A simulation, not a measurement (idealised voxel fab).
Process module in this document: voxel lift off
Displayed cross-section: cut, width of 230 nm, square cells sized 5 nm.
Cross-section format: a grid of square cells, given as bands from top to bottom; each band is one or more rows of cells.
The entry gives the band's vertical extent as a top height and a bottom height in nm, then its horizontal make-up as materials from left to right, each with a width in nm. "blank" stands for empty space; a single material marked "throughout" fills the band edge to edge.
Ref level 0: as-received wafer is one material below here. Bottom band extends down with no lower bound ("0 nm and below").
Graded width ("30 to 40"): value in top row of band = first number; value in bottom row = second number; row-to-row change constant.
"remained unchanged" (step): cross-section cells unchanged, all of them.
Entry "Cavities, sealed" = empty spaces >= 8 cells with no open way to the top; each as width x height at distance, distance from left edge, all nm.
Read whatever lies past the settings on a step's line as the simulator's own remark about the step.
You can add "overlay nm" to a step's line. For a step with a mask, it describes how far the mask lay to the right of its planned position, and a negative number describes a lay to the left.
Listed below are the process steps as planned:
1,RECEIVE [material Si]
2,CONFORMAL_DEP [material SiN] [thk nm 5]
3,PATTERN [tone open] [mask id LINES] [material resist] [width nm 15] [pitch nm 30] [thk nm 30] [overlay nm 0]
4,DIRECTIONAL_DEP [material Ru] [thk nm 15]
5,STRIP [etch materials resist]
6,CONFORMAL_DEP [material SiO2] [thk nm 5]
Cross-sectional view of the wafer in its as-received condition, corresponding to the state after step 1:
  0 nm and below = Si throughout
  Cavities, sealed: none
Figure: cross-sectional view of the wafer upon completion of the module, processed from the initial state and according to the plan depicted above, with one error introduced during execution:
  25 nm to 20 nm = 85 blank, then 25 SiO2, then 5 blank, then 25 SiO2, then 90 blank
  20 nm to 10 nm = 85 blank, then 5 SiO2, then 15 SiN, then 5 SiO2, then 5 blank, then 5 SiO2, then 15 SiN, then 5 SiO2, then 90 blank
  10 nm to 5 nm = 90 SiO2, then 15 SiN, then 15 SiO2, then 15 SiN, then 95 SiO2
  5 nm to 0 nm = SiN throughout
  0 nm and below = Si throughout
  Cavities, sealed: none
Nonconformance to the process plan: in deviation from the planned setting, step 4 was conducted as DIRECTIONAL_DEP [material SiN] [thk nm 15]
